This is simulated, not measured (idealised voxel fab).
The document below concerns the process module designated voxel self aligned vias.
For reference, the cross-section in this document is cut, with width 235 nm and square cells of 5 nm.
Just so we're on the same page, the cross-sections are grids of square cells, and they're listed out in bands top to bottom, each band one or more rows deep. Look at the band entry: it leads with the top's height and the bottom's height in nm. Then it lists the materials left to right, with a width in nm for each. The word "full width" on a single material says that material fills the band edge to edge. The word "blank" is empty space. Height 0 is the level under which the wafer as received is all one material. The lowest band goes on downwards, as in "0 nm and below". Width spec "30..40" -> top row of cells at first value, bottom row at second value, equal per-row change in between. Step note "nothing different" = no cross-section cell changed. The entry "Entrapped void list" lists the empty spaces that cover at least 8 cells and have no open path to the top. Each is written as width x height at distance, where the distance is measured from the left edge and all three values are in nm. What comes after the settings on a step's line is commentary from the simulator itself on that step. A step line may carry the setting "overlay nm", which, for steps involving a mask, states the distance by which the mask lay to the right of its intended position; negative values denote displacement to the left.

Process steps (planned):
1,RECEIVE, material Si
2,CONFORMAL_DEP, material SiO2, thk nm 10
3,CONFORMAL_DEP, material SiCN, thk nm 5
4,DIRECTIONAL_DEP, material SiO2, thk nm 20
5,PATTERN, tone open, mask id LINES, material resist, width nm 20, pitch nm 60, thk nm 20, overlay nm 0
6,DIRECTIONAL_ETCH, etch materials SiO2, depth nm 20
7,STRIP, etch materials resist
8,CONFORMAL_DEP, material TiN, thk nm 5
9,FILL_DEP, material Ru, thk nm 5
10,CMP, height nm 35
11,SELECTIVE_ETCH, etch materials W Ru TiN, depth nm 10
12,FILL_DEP, material SiN, thk nm 5
13,CMP, height nm 35
14,DIRECTIONAL_DEP, material SiO2, thk nm 20
15,DIRECTIONAL_DEP, material aC, thk nm 15
16,PATTERN, tone open, mask id VIAS, material resist, width nm 30, thk nm 35, overlay nm 0
17,DIRECTIONAL_ETCH, etch materials aC, depth nm 15
18,STRIP, etch materials resist
19,DIRECTIONAL_ETCH, etch materials SiO2, depth nm 20
20,DIRECTIONAL_ETCH, etch materials SiN, depth nm 10
21,STRIP, etch materials aC
22,CONFORMAL_DEP, material TiN, thk nm 5
23,FILL_DEP, material Ru, thk nm 5
24,CMP, height nm 55
25,CONFORMAL_DEP, material SiN, thk nm 5

The cross-section here shows the wafer as received, i.e. in its state after step 1:
  0 nm and below = Si full width
  Entrapped void list: none

This is how the wafer looks in cross-section once the module is done, given the starting state and plan above and one mistake in carrying the plan out:
  60 nm to 55 nm = SiN full width
  55 nm to 40 nm = 60 of SiO2; 5 of TiN; 20 of Ru; 5 of TiN; 145 of SiO2
  40 nm to 35 nm = 60 of SiO2; 20 of TiN; 5 of Ru; 5 of TiN; 145 of SiO2
  35 nm to 30 nm = 75 of SiO2; 5 of TiN; 5 of Ru; 5 of TiN; 5 of SiN; 40 of SiO2; 20 of SiN; 80 of SiO2
  30 nm to 25 nm = 75 of SiO2; 15 of TiN; 5 of SiN; 40 of SiO2; 20 of SiN; 80 of SiO2
  25 nm to 20 nm = 75 of SiO2; 5 of TiN; 10 of Ru; 5 of TiN; 40 of SiO2; 5 of TiN; 10 of Ru; 5 of TiN; 80 of SiO2
  20 nm to 15 nm = 75 of SiO2; 20 of TiN; 40 of SiO2; 20 of TiN; 80 of SiO2
  15 nm to 10 nm = SiCN full width
  10 nm to 0 nm = SiO2 full width
  0 nm and below = Si full width
  Entrapped void list: none
The mistake made against the process plan was this: step 16 did not use the planned setting and instead ran as PATTERN, tone open, mask id VIAS, material resist, width nm 30, thk nm 35, overlay nm -10
